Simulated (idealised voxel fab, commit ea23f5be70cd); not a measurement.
process module | voxel wiring stack
cross-section cut | 210 nm wide | cells 5 nm
A cross-section is a grid of square cells, given in bands from the top down. A band is one or more rows of cells.
Each band's line starts with the height of the band's top and of its bottom, in nm. Then come its materials from left to right, each with its width in nm. One material with "throughout" fills the band from edge to edge. "air" is empty space.
Height 0 is the level under which the wafer as received is all one material. The lowest band goes on downwards, as in "0 down".
A width such as "30 to 40" changes by the same amount from each row of cells to the next, from the band's top row to its bottom row.
"no change" after a step means that no cell of the cross-section changed.
closed voids: empty space of 8 cells or more with no open way to the top, each as width x height at its distance from the left edge, in nm
after a step's settings: what the simulator itself notes on the step
overlay nm, on a step with a mask: how far to the right of its planned place the mask lay; to the left if negative
plan
1 op RECEIVE | material Si
2 op CONFORMAL_DEP | material SiO2 | thk nm 15
3 op CONFORMAL_DEP | material SiN | thk nm 5
4 op DIRECTIONAL_DEP | material SiO2 | thk nm 15
5 op PATTERN | tone open | mask id METAL_1 | material resist | width nm 25 | pitch nm 50 | thk nm 20 | overlay nm 0
6 op DIRECTIONAL_ETCH | etch materials SiO2 | depth nm 15
7 op DIRECTIONAL_ETCH | etch materials SiN | depth nm 5
8 op STRIP | etch materials resist
9 op CONFORMAL_DEP | material TiN | thk nm 5
10 op FILL_DEP | material Cu | thk nm 5
11 op CMP | height nm 35
12 op CONFORMAL_DEP | material SiCN | thk nm 5
13 op DIRECTIONAL_DEP | material lowk | thk nm 25
14 op DIRECTIONAL_DEP | material aC | thk nm 10
15 op PATTERN | tone open | mask id METAL_2_HOLES | material resist | width nm 15 | pitch nm 50 | thk nm 25 | overlay nm 0
16 op DIRECTIONAL_ETCH | etch materials aC | depth nm 10
17 op STRIP | etch materials resist
18 op DIRECTIONAL_ETCH | etch materials lowk | depth nm 25
19 op STRIP | etch materials aC
20 op PATTERN | tone open | mask id METAL_2 | material resist | width nm 25 | pitch nm 50 | thk nm 20 | overlay nm 0
21 op DIRECTIONAL_ETCH | etch materials lowk | depth nm 5
22 op DIRECTIONAL_ETCH | etch materials SiCN | depth nm 5
23 op STRIP | etch materials resist
24 op CONFORMAL_DEP | material TiN | thk nm 5
25 op FILL_DEP | material Cu | thk nm 5
26 op CMP | height nm 65
27 op CONFORMAL_DEP | material SiCN | thk nm 5
28 op DIRECTIONAL_DEP | material lowk | thk nm 30
29 op MASKED_ETCH | tone open | mask id METAL_3 | width nm 25 | pitch nm 50 | etch materials lowk | depth nm 15 | overlay nm 0
30 op DIRECTIONAL_DEP | material aC | thk nm 15
31 op PATTERN | tone open | mask id METAL_3_HOLES | material resist | width nm 15 | pitch nm 50 | thk nm 30 | overlay nm 0
32 op DIRECTIONAL_ETCH | etch materials aC | depth nm 15
33 op STRIP | etch materials resist
34 op DIRECTIONAL_ETCH | etch materials lowk | depth nm 15
35 op DIRECTIONAL_ETCH | etch materials SiCN | depth nm 5
36 op STRIP | etch materials aC
37 op CONFORMAL_DEP | material TiN | thk nm 5
38 op FILL_DEP | material Cu | thk nm 10
39 op CMP | height nm 100
40 op CONFORMAL_DEP | material SiN | thk nm 5
varied across the wafers: depth nm of step 21. The plan shows the first wafer's value. All wafers start alike
first wafer as received, after step 1
  0 down: Si throughout
  closed voids: none
first wafer at the end, after step 40
  105 to 100: SiN throughout
  100 to 90: lowk 65 | TiN 5 | Cu 15 | TiN 5 | lowk 25 | TiN 5 | Cu 15 | TiN 5 | lowk 70
  90 to 85: lowk 65 | TiN 5 | Cu 5 | TiN 15 | lowk 25 | TiN 5 | Cu 5 | TiN 15 | lowk 70
  85 to 70: lowk 65 | TiN 5 | Cu 5 | TiN 5 | lowk 35 | TiN 5 | Cu 5 | TiN 5 | lowk 80
  70 to 65: SiCN 65 | TiN 15 | SiCN 35 | TiN 15 | SiCN 80
  65 to 60: lowk 65 | TiN 5 | Cu 5 | TiN 15 | lowk 25 | TiN 5 | Cu 5 | TiN 15 | lowk 70
  60 to 40: lowk 65 | TiN 5 | Cu 5 | TiN 5 | lowk 35 | TiN 5 | Cu 5 | TiN 5 | lowk 80
  40 to 35: SiCN 65 | TiN 15 | SiCN 35 | TiN 15 | SiCN 80
  35 to 20: SiO2 65 | TiN 5 | Cu 15 | TiN 5 | SiO2 25 | TiN 5 | Cu 15 | TiN 5 | SiO2 70
  20 to 15: SiN 65 | TiN 25 | SiN 25 | TiN 25 | SiN 70
  15 to 0: SiO2 throughout
  0 down: Si throughout
  closed voids: none
last wafer at the end
  105 to 100: SiN throughout
  100 to 90: lowk 65 | TiN 5 | Cu 15 | TiN 5 | lowk 25 | TiN 5 | Cu 15 | TiN 5 | lowk 70
  90 to 85: lowk 65 | TiN 5 | Cu 5 | TiN 15 | lowk 25 | TiN 5 | Cu 5 | TiN 15 | lowk 70
  85 to 70: lowk 65 | TiN 5 | Cu 5 | TiN 5 | lowk 35 | TiN 5 | Cu 5 | TiN 5 | lowk 80
  70 to 65: SiCN 65 | TiN 15 | SiCN 35 | TiN 15 | SiCN 80
  65 to 40: lowk 65 | TiN 5 | Cu 15 | TiN 5 | lowk 25 | TiN 5 | Cu 15 | TiN 5 | lowk 70
  40 to 35: SiCN 65 | TiN 25 | SiCN 25 | TiN 25 | SiCN 70
  35 to 20: SiO2 65 | TiN 5 | Cu 15 | TiN 5 | SiO2 25 | TiN 5 | Cu 15 | TiN 5 | SiO2 70
  20 to 15: SiN 65 | TiN 25 | SiN 25 | TiN 25 | SiN 70
  15 to 0: SiO2 throughout
  0 down: Si throughout
  closed voids: none
each wafer at the end: cells of each material gained (+) or lost (-) since it was received, then its closed voids
depth nm 5 | +48 Cu | +72 SiCN | +74 SiN | +222 SiO2 | +86 TiN | +380 lowk | closed voids: none
depth nm 10 | +52 Cu | +72 SiCN | +74 SiN | +222 SiO2 | +86 TiN | +376 lowk | closed voids: none
depth nm 15 | +56 Cu | +72 SiCN | +74 SiN | +222 SiO2 | +86 TiN | +372 lowk | closed voids: none
depth nm 20 | +60 Cu | +72 SiCN | +74 SiN | +222 SiO2 | +86 TiN | +368 lowk | closed voids: none
depth nm 25 | +68 Cu | +68 SiCN | +74 SiN | +222 SiO2 | +86 TiN | +364 lowk | closed voids: none
depth nm 30 | +68 Cu | +68 SiCN | +74 SiN | +222 SiO2 | +86 TiN | +364 lowk | closed voids: none
